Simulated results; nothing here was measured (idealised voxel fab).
process module | voxel quadruple lines
The width of the displayed cross-section, cut, is 270 nm; its cells are square, with a size of 5 nm.
Notation: cross-section as square-cell grid; stated in bands, top first, going down; one or more cell rows per band.
In this notation a band is specified by the heights of its top and bottom, in that order and in nm, after which its materials appear from left to right, each paired with its width in nm. The word "full width" attached to a single material means that material fills the band from edge to edge; the word "empty" stands for empty space.
Basically, 0 is our baseline, since under it the wafer straight out of the box is all one material. The bottom band has no lower end and keeps on going down, so it looks like "top 0, no bottom".
A two-number width, for instance "30 to 40", indicates that the width is equal to the first number in the top row of the band and to the second number in the bottom row, and that it changes by a constant amount per row of cells.
"nothing changed" (step): cross-section cells unchanged, all of them.
Voids not open to the top, 8 cells minimum: see "Unvented voids". Written width x height at distance; distance is from the left edge; nm.
Read whatever lies past the settings on a step's line as the simulator's own remark about the step.
You can add "overlay nm" to a step's line. For a step with a mask, it describes how far the mask lay to the right of its planned position, and a negative number describes a lay to the left.

### Listed below are the process steps as planned
1: RECEIVE, material Si
2: CONFORMAL_DEP, material SiO2, thk nm 10
3: DIRECTIONAL_DEP, material Ru, thk nm 10
4: DIRECTIONAL_DEP, material polySi, thk nm 15
5: DIRECTIONAL_DEP, material aC, thk nm 25
6: PATTERN, tone cover, mask id MANDREL, material resist, width nm 30, pitch nm 80, thk nm 30, overlay nm 0
7: DIRECTIONAL_ETCH, etch materials aC, depth nm 25
8: STRIP, etch materials resist
9: CONFORMAL_DEP, material SiO2, thk nm 10
10: DIRECTIONAL_ETCH, etch materials SiO2, depth nm 10
11: STRIP, etch materials aC
12: DIRECTIONAL_ETCH, etch materials polySi, depth nm 15
13: STRIP, etch materials SiO2
14: CONFORMAL_DEP, material SiCN, thk nm 10
15: DIRECTIONAL_ETCH, etch materials SiCN, depth nm 10
16: STRIP, etch materials polySi
17: DIRECTIONAL_ETCH, etch materials Ru, depth nm 10
18: STRIP, etch materials SiCN

### Incoming wafer, cross-sectional view, post step 1
top 0, no bottom = Si full width
Unvented voids: none

### Module complete, cross-section. Starting point and plan per above. One mistake made in running the module
top 20, bottom 10 = empty: 70 / Ru: 10 / empty: 10 / Ru: 10 / empty: 10 / Ru: 10 / empty: 30 / Ru: 10 / empty: 10 / Ru: 10 / empty: 10 / Ru: 10 / empty: 70
top 10, bottom 0 = SiO2 full width
top 0, no bottom = Si full width
Unvented voids: none
Deviation noted in wafer processing: step 6 did not happen as planned, as run it was PATTERN, tone open, mask id MANDREL, material resist, width nm 30, pitch nm 80, thk nm 30, overlay nm 0
